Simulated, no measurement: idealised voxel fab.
process module | voxel self aligned vias
cross-section cut | 295 nm wide | cells 5 nm
A cross-section is a grid of square cells, given in bands from the top down. A band is one or more rows of cells.
Each band's line starts with the height of the band's top and of its bottom, in nm. Then come its materials from left to right, each with its width in nm. One material with "throughout" fills the band from edge to edge. "air" is empty space.
Height 0 is the level under which the wafer as received is all one material. The lowest band goes on downwards, as in "0 down".
A width such as "30 to 40" changes by the same amount from each row of cells to the next, from the band's top row to its bottom row.
"no change" after a step means that no cell of the cross-section changed.
closed voids: empty space of 8 cells or more with no open way to the top, each as width x height at its distance from the left edge, in nm
after a step's settings: what the simulator itself notes on the step
overlay nm, on a step with a mask: how far to the right of its planned place the mask lay; to the left if negative
plan
1 op RECEIVE | material Si
2 op CONFORMAL_DEP | material SiO2 | thk nm 15
3 op CONFORMAL_DEP | material SiCN | thk nm 5
4 op DIRECTIONAL_DEP | material SiO2 | thk nm 30
5 op PATTERN | tone open | mask id LINES | material resist | width nm 25 | pitch nm 60 | thk nm 20 | overlay nm 0
6 op DIRECTIONAL_ETCH | etch materials SiO2 | depth nm 30
7 op STRIP | etch materials resist
8 op CONFORMAL_DEP | material TiN | thk nm 5
9 op FILL_DEP | material W | thk nm 10
10 op CMP | height nm 50
11 op SELECTIVE_ETCH | etch materials W Ru TiN | depth nm 5
12 op FILL_DEP | material SiN | thk nm 10
13 op CMP | height nm 50
14 op DIRECTIONAL_DEP | material SiO2 | thk nm 15
15 op DIRECTIONAL_DEP | material aC | thk nm 15
16 op PATTERN | tone open | mask id VIAS | material resist | width nm 35 | pitch nm 60 | thk nm 30 | overlay nm 0
17 op DIRECTIONAL_ETCH | etch materials aC | depth nm 15
18 op STRIP | etch materials resist
19 op DIRECTIONAL_ETCH | etch materials SiO2 | depth nm 15
20 op DIRECTIONAL_ETCH | etch materials SiN | depth nm 5
21 op STRIP | etch materials aC
22 op CONFORMAL_DEP | material TiN | thk nm 5
23 op FILL_DEP | material Cu | thk nm 10
24 op CMP | height nm 65
25 op CONFORMAL_DEP | material SiN | thk nm 5
as received, after step 1
  0 down: Si throughout
  closed voids: none
a wafer at the end: this start, this plan, one mistake
  70 to 65: W throughout
  65 to 55: SiO2 70 | TiN 5 | Cu 25 | TiN 5 | SiO2 25 | TiN 5 | Cu 25 | TiN 5 | SiO2 25 | TiN 5 | Cu 25 | TiN 5 | SiO2 70
  55 to 50: SiO2 70 | TiN 10 | Cu 15 | TiN 10 | SiO2 25 | TiN 10 | Cu 15 | TiN 10 | SiO2 25 | TiN 10 | Cu 15 | TiN 10 | SiO2 70
  50 to 45: SiO2 75 | TiN 25 | SiO2 35 | TiN 25 | SiO2 35 | TiN 25 | SiO2 75
  45 to 25: SiO2 75 | TiN 5 | W 15 | TiN 5 | SiO2 35 | TiN 5 | W 15 | TiN 5 | SiO2 35 | TiN 5 | W 15 | TiN 5 | SiO2 75
  25 to 20: SiO2 75 | TiN 25 | SiO2 35 | TiN 25 | SiO2 35 | TiN 25 | SiO2 75
  20 to 15: SiCN throughout
  15 to 0: SiO2 throughout
  0 down: Si throughout
  closed voids: none
what went wrong: step 25 ran as: op CONFORMAL_DEP | material W | thk nm 5
